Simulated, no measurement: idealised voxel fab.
A process module follows: voxel local oxidation.
Shown is cross-section cut, with a width of 230 nm and square cells of size 5 nm.
A cross-section in this document is a grid of square cells, and it is written down as bands, the top band listed before the ones below it; a band is made up of one or more rows of cells. Basically the band line says how high the top is and how high the bottom is, in nm, and then what's in it from left to right, every material with its width in nm. Empty space shows up as "air", and if a single material carries "full width" it runs the full band edge to edge. Where do heights start? At 0: under that level the wafer as delivered is made of one material only. And the lowest band has no floor; it just carries on downward, as in "0 and below". Width spec "30..40" -> top row of cells at first value, bottom row at second value, equal per-row change in between. The cross-section has no changed cell in any step marked "left unchanged". Entry "Voids, sealed". Content: empty spaces with no open connection to the top, size 8 cells or greater. Each: width x height at distance. Distance: from left edge. Unit: nm. It should be noted that, on the line of a given step, the content following the step's settings is a remark produced by the simulator itself with respect to that step. overlay nm: for a step with a mask, the amount by which the mask lay right of where it was planned; a negative amount means left of it.

# Here's what the planned process steps look like
1: RECEIVE with material Si
2: CONFORMAL_DEP with material SiO2, thk nm 5
3: CONFORMAL_DEP with material SiN, thk nm 15
4: PATTERN with tone cover, mask id ACTIVE, material resist, width nm 90, thk nm 15, overlay nm 0
5: DIRECTIONAL_ETCH with etch materials SiN, depth nm 15
6: STRIP with etch materials resist
7: SELECTIVE_ETCH with etch materials SiO2, depth nm 5
8: OXIDIZE with depth nm 10
9: STRIP with etch materials SiN

# The cross-section here shows the wafer as received, i.e. in its state after step 1
  0 and below | Si full width
  Voids, sealed: none

# Run as planned - first of the two wafers cross-sectioned at the end of the module
  5 down to 0 | air 75 | SiO2 80 | air 75
  0 down to -10 | SiO2 85 | Si 60 | SiO2 85
  -10 and below | Si full width
  Voids, sealed: none

# Cross-sectional view of the second of two wafers upon completion of the module. This wafer shared its starting condition and process plan with the first; one error was made during its execution
  5 down to 0 | air 70 | SiO2 90 | air 70
  0 down to -10 | SiO2 80 | Si 70 | SiO2 80
  -10 and below | Si full width
  Voids, sealed: none
The plan and the run diverged here: step 4 ran differently from the plan; actual operation with settings: PATTERN with tone cover, mask id ACTIVE, material resist, width nm 100, thk nm 15, overlay nm 0
The second wafer ends with more or fewer cells of some materials than the first, per final count: Si +4, SiO2 -2
